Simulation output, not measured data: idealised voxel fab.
Proc. module: voxel ribs on slabs
Cross-section cut spans 160 nm and uses square cells 5 nm in size.
In this document a cross-section is written as a grid of square cells. It is given as a series of bands, listed from the top down, and a band is one or more rows of cells.
Look at the band entry: it leads with the top's height and the bottom's height in nm. Then it lists the materials left to right, with a width in nm for each. The word "everywhere" on a single material says that material fills the band edge to edge. The word "empty" is empty space.
The level at which height equals 0 is the one under which the wafer, as it arrives, is entirely one material. No lower edge exists for the bottom band, which continues downward and is notated as in "top 0, no bottom".
Width: "30 to 40" (first number = top row, second number = bottom row, same change from row to row of cells).
Where the words "nothing got changed" appear for a step, the cross-section shows no cell changed by that step; every cell remained as before.
Look at "Voids, enclosed" for the closed voids: empty spaces with no open path to the top, sized 8 cells or up. Each is width x height at distance, distance from the left edge, all nm.
Note: text after step settings on the step line = simulator remark on that step.
Steps that use a mask can have "overlay nm" on their line. It says how far the mask sat to the right of where it was meant to be. Negative means to the left.

These are the steps we planned for the process
1,RECEIVE (material Si)
2,DIRECTIONAL_DEP (material SiO2; thk nm 25)
3,DIRECTIONAL_DEP (material polySi; thk nm 20)
4,MASKED_ETCH (tone cover; mask id RIB; width nm 20; etch materials polySi; depth nm 5; overlay nm 0)
5,DIRECTIONAL_DEP (material aC; thk nm 10)
6,PATTERN (tone cover; mask id SLAB; material resist; width nm 50; thk nm 25; overlay nm 0)
7,DIRECTIONAL_ETCH (etch materials aC; depth nm 10)
8,STRIP (etch materials resist)
9,DIRECTIONAL_ETCH (etch materials polySi; depth nm 15)
10,STRIP (etch materials aC)
11,FILL_DEP (material SiO2; thk nm 25)
12,CMP (height nm 60)
13,DIRECTIONAL_DEP (material TiN; thk nm 5)
14,DIRECTIONAL_DEP (material aC; thk nm 15)
15,PATTERN (tone cover; mask id HEATER; material resist; width nm 30; thk nm 30; overlay nm 0)
16,DIRECTIONAL_ETCH (etch materials aC; depth nm 15)
17,STRIP (etch materials resist)
18,DIRECTIONAL_ETCH (etch materials TiN; depth nm 5)
19,STRIP (etch materials aC)
20,CONFORMAL_DEP (material SiN; thk nm 10)

Delivered wafer in cross-section: state after step 1
top 0, no bottom  Si everywhere
Voids, enclosed: none

Wafer cross-section at end of module: start and plan as shown above, one execution error
top 75, bottom 70  empty 55 nm, SiN 50 nm, empty 55 nm
top 70, bottom 65  SiN everywhere
top 65, bottom 60  SiN 65 nm, TiN 30 nm, SiN 65 nm
top 60, bottom 50  SiO2 55 nm, polySi 50 nm, SiO2 55 nm
top 50, bottom 0  SiO2 everywhere
top 0, no bottom  Si everywhere
Voids, enclosed: none
Processing error: step 2 in the plan was executed twice
